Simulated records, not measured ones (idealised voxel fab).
process module | voxel ribs on slabs
cross-section cut | 190 nm wide | cells 5 nm
A cross-section is a grid of square cells, given in bands from the top down. A band is one or more rows of cells.
Each band's line starts with the height of the band's top and of its bottom, in nm. Then come its materials from left to right, each with its width in nm. One material with "throughout" fills the band from edge to edge. "air" is empty space.
Height 0 is the level under which the wafer as received is all one material. The lowest band goes on downwards, as in "0 down".
A width such as "30 to 40" changes by the same amount from each row of cells to the next, from the band's top row to its bottom row.
"no change" after a step means that no cell of the cross-section changed.
closed voids: empty space of 8 cells or more with no open way to the top, each as width x height at its distance from the left edge, in nm
after a step's settings: what the simulator itself notes on the step
overlay nm, on a step with a mask: how far to the right of its planned place the mask lay; to the left if negative
plan
1 op RECEIVE | material Si
2 op DIRECTIONAL_DEP | material SiO2 | thk nm 25
3 op DIRECTIONAL_DEP | material SiN | thk nm 15
4 op PATTERN | tone cover | mask id RIB | material resist | width nm 30 | thk nm 20 | overlay nm 0
5 op DIRECTIONAL_ETCH | etch materials SiN | depth nm 5
6 op STRIP | etch materials resist
7 op MASKED_ETCH | tone cover | mask id SLAB | width nm 80 | etch materials SiN | depth nm 10 | overlay nm 0
8 op FILL_DEP | material SiO2 | thk nm 20
9 op CMP | height nm 50
10 op DIRECTIONAL_DEP | material TiN | thk nm 10
11 op PATTERN | tone cover | mask id HEATER | material resist | width nm 40 | thk nm 20 | overlay nm 0
12 op DIRECTIONAL_ETCH | etch materials TiN | depth nm 10
13 op STRIP | etch materials resist
14 op CONFORMAL_DEP | material SiN | thk nm 5
first wafer, as planned
as received, after step 1
  0 down: Si throughout
  closed voids: none
after step 2
  25 to 0: SiO2 throughout
  below 0: unchanged
after step 3
  40 to 25: SiN throughout
  below 25: unchanged
after step 4
  60 to 40: air 80 | resist 30 | air 80
  below 40: unchanged
after step 5
  60 to 40: air 80 | resist 30 | air 80
  40 to 35: air 80 | SiN 30 | air 80
  below 35: unchanged
after step 6
  40 to 35: air 80 | SiN 30 | air 80
  below 35: unchanged
after step 7
  40 to 35: air 80 | SiN 30 | air 80
  35 to 25: air 55 | SiN 80 | air 55
  below 25: unchanged
after step 8
  60 to 40: SiO2 throughout
  40 to 35: SiO2 80 | SiN 30 | SiO2 80
  35 to 25: SiO2 55 | SiN 80 | SiO2 55
  below 25: unchanged
after step 9
  50 to 40: SiO2 throughout
  below 40: unchanged
after step 10
  60 to 50: TiN throughout
  below 50: unchanged
after step 11
  80 to 60: air 75 | resist 40 | air 75
  below 60: unchanged
after step 12
  80 to 60: air 75 | resist 40 | air 75
  60 to 50: air 75 | TiN 40 | air 75
  below 50: unchanged
after step 13
  60 to 50: air 75 | TiN 40 | air 75
  below 50: unchanged
after step 14
  65 to 60: air 70 | SiN 50 | air 70
  60 to 55: air 70 | SiN 5 | TiN 40 | SiN 5 | air 70
  55 to 50: SiN 75 | TiN 40 | SiN 75
  below 50: unchanged
second wafer: like start, like plan, one mistake. Through step 2 it matches the first wafer
when step 3 should have ended
  55 to 25: SiN throughout
  below 25: unchanged
when step 4 should have ended
  75 to 55: air 80 | resist 30 | air 80
  below 55: unchanged
when step 5 should have ended
  75 to 55: air 80 | resist 30 | air 80
  55 to 50: air 80 | SiN 30 | air 80
  below 50: unchanged
when step 6 should have ended
  55 to 50: air 80 | SiN 30 | air 80
  below 50: unchanged
when step 7 should have ended
  55 to 50: air 80 | SiN 30 | air 80
  50 to 40: air 55 | SiN 80 | air 55
  below 40: unchanged
when step 8 should have ended
  75 to 55: SiO2 throughout
  55 to 50: SiO2 80 | SiN 30 | SiO2 80
  50 to 40: SiO2 55 | SiN 80 | SiO2 55
  below 40: unchanged
when step 9 should have ended
  50 to 40: SiO2 55 | SiN 80 | SiO2 55
  below 40: unchanged
when step 10 should have ended
  60 to 50: TiN throughout
  below 50: unchanged
when step 11 should have ended
  80 to 60: air 75 | resist 40 | air 75
  below 60: unchanged
when step 12 should have ended
  80 to 60: air 75 | resist 40 | air 75
  60 to 50: air 75 | TiN 40 | air 75
  below 50: unchanged
when step 13 should have ended
  60 to 50: air 75 | TiN 40 | air 75
  below 50: unchanged
when step 14 should have ended
  65 to 60: air 70 | SiN 50 | air 70
  60 to 55: air 70 | SiN 5 | TiN 40 | SiN 5 | air 70
  55 to 50: SiN 75 | TiN 40 | SiN 75
  below 50: unchanged
what went wrong: step 3 was run twice
at the end the second wafer has, in cells: 108 more of SiN | 108 fewer of SiO2
